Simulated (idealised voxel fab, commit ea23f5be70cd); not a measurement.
The document below concerns the process module designated voxel wiring stack.
Displayed cross-section: cut, width of 230 nm, square cells sized 5 nm.
If you're reading a cross-section in this doc, picture square cells in a grid; it comes to you as bands, top ones listed first down to the bottom, and a band can be one or more rows of cells.
In this notation a band is specified by the heights of its top and bottom, in that order and in nm, after which its materials appear from left to right, each paired with its width in nm. The word "everywhere" attached to a single material means that material fills the band from edge to edge; the word "blank" stands for empty space.
We count height from 0. Below that, the starting wafer is all one material. The lowest band never ends at the bottom but goes on down; see "z 0 and below" for how that is written.
Width "30..40": first value at the band's top row of cells, second value at its bottom row, equal change from row to row.
The designation "no alteration", where it is given for a processing step, indicates that no cell of the cross-section was altered in the course of that step.
Listed in "Fully sealed voids": every empty space of 8 or more cells without an open way to the top. Form: width x height at distance, the distance being from the left edge, all in nm.
Whatever follows a step's settings on its line is a remark the simulator itself makes about that step.
The line of a step may include "overlay nm". On a step with a mask, this value is how far to the right of its planned place the mask lay. A negative value means the mask lay to the left.
Steps planned for the process
1) RECEIVE with material Si
2) CONFORMAL_DEP with material SiO2, thk nm 10
3) DIRECTIONAL_DEP with material TiN, thk nm 5
4) DIRECTIONAL_DEP with material Ru, thk nm 25
5) PATTERN with tone cover, mask id METAL_1, material resist, width nm 25, pitch nm 55, thk nm 20, overlay nm 0
6) DIRECTIONAL_ETCH with etch materials Ru, depth nm 25
7) DIRECTIONAL_ETCH with etch materials TiN, depth nm 5
8) STRIP with etch materials resist
9) FILL_DEP with material SiO2, thk nm 10
10) CMP with height nm 40
11) CONFORMAL_DEP with material SiCN, thk nm 5
12) DIRECTIONAL_DEP with material lowk, thk nm 20
13) MASKED_ETCH with tone open, mask id PLUG_1, width nm 15, pitch nm 55, etch materials lowk, depth nm 20, overlay nm 0
14) MASKED_ETCH with tone open, mask id PLUG_1, width nm 15, pitch nm 55, etch materials SiCN, depth nm 5, overlay nm 0
15) EPI with material Ru, thk nm 10
16) EPI with material Ru, thk nm 10
17) EPI with material Ru, thk nm 5
18) CONFORMAL_DEP with material SiN, thk nm 5
19) DIRECTIONAL_DEP with material lowk, thk nm 20
20) MASKED_ETCH with tone open, mask id METAL_2, width nm 25, pitch nm 55, etch materials lowk, depth nm 20, overlay nm 0
21) MASKED_ETCH with tone open, mask id METAL_2, width nm 25, pitch nm 55, etch materials SiN, depth nm 5, overlay nm 0
22) CONFORMAL_DEP with material TiN, thk nm 5
23) FILL_DEP with material Ru, thk nm 10
24) CMP with height nm 90
25) EPI with material Ru, thk nm 5
26) FILL_DEP with material SiCN, thk nm 5
27) DIRECTIONAL_DEP with material lowk, thk nm 35
28) DIRECTIONAL_DEP with material aC, thk nm 10
29) PATTERN with tone open, mask id METAL_3, material resist, width nm 25, pitch nm 55, thk nm 25, overlay nm 0
30) DIRECTIONAL_ETCH with etch materials aC, depth nm 10
31) STRIP with etch materials resist
32) DIRECTIONAL_ETCH with etch materials lowk, depth nm 20
33) STRIP with etch materials aC
34) DIRECTIONAL_DEP with material aC, thk nm 10
35) PATTERN with tone open, mask id METAL_3_HOLES, material resist, width nm 15, pitch nm 55, thk nm 30, overlay nm 0
36) DIRECTIONAL_ETCH with etch materials aC, depth nm 10
37) STRIP with etch materials resist
38) DIRECTIONAL_ETCH with etch materials lowk, depth nm 15
39) DIRECTIONAL_ETCH with etch materials SiCN, depth nm 5
40) STRIP with etch materials aC
41) CONFORMAL_DEP with material TiN, thk nm 5
42) FILL_DEP with material Cu, thk nm 10
43) CMP with height nm 135
44) CONFORMAL_DEP with material SiN, thk nm 5
Shown in cross-section is the wafer as received, that is, as it stands after step 1
- z 0 and below = Si everywhere
- Fully sealed voids: none
Starting wafer: above. Plan: above. Run: one mistake. Cross-section after the module: below
- z 140 to 135 = SiN everywhere
- z 135 to 120 = 75 of lowk  5 of TiN  15 of Cu  5 of TiN  30 of lowk  5 of TiN  15 of Cu  5 of TiN  75 of lowk
- z 120 to 115 = 75 of lowk  5 of TiN  5 of Cu  15 of TiN  30 of lowk  5 of TiN  5 of Cu  15 of TiN  75 of lowk
- z 115 to 100 = 75 of lowk  5 of TiN  5 of Cu  5 of TiN  40 of lowk  5 of TiN  5 of Cu  5 of TiN  85 of lowk
- z 100 to 95 = 75 of SiCN  15 of TiN  40 of SiCN  15 of TiN  85 of SiCN
- z 95 to 90 = 70 of SiCN  35 of Ru  20 of SiCN  35 of Ru  70 of SiCN
- z 90 to 70 = 75 of lowk  5 of TiN  15 of Ru  5 of TiN  30 of lowk  5 of TiN  15 of Ru  5 of TiN  75 of lowk
- z 70 to 65 = 75 of SiN  25 of TiN  30 of SiN  25 of TiN  75 of SiN
- z 65 to 45 = 75 of lowk  15 of Ru  40 of lowk  15 of Ru  85 of lowk
- z 45 to 40 = 75 of SiCN  15 of Ru  40 of SiCN  15 of Ru  85 of SiCN
- z 40 to 15 = 80 of SiO2  20 of Ru  35 of SiO2  20 of Ru  75 of SiO2
- z 15 to 10 = 80 of SiO2  20 of TiN  35 of SiO2  20 of TiN  75 of SiO2
- z 10 to 0 = SiO2 everywhere
- z 0 and below = Si everywhere
- Fully sealed voids: none
Finding, execution versus plan: step 5 went in with a setting other than planned; the actual run was PATTERN with tone cover, mask id METAL_1, material resist, width nm 20, pitch nm 55, thk nm 20, overlay nm 0
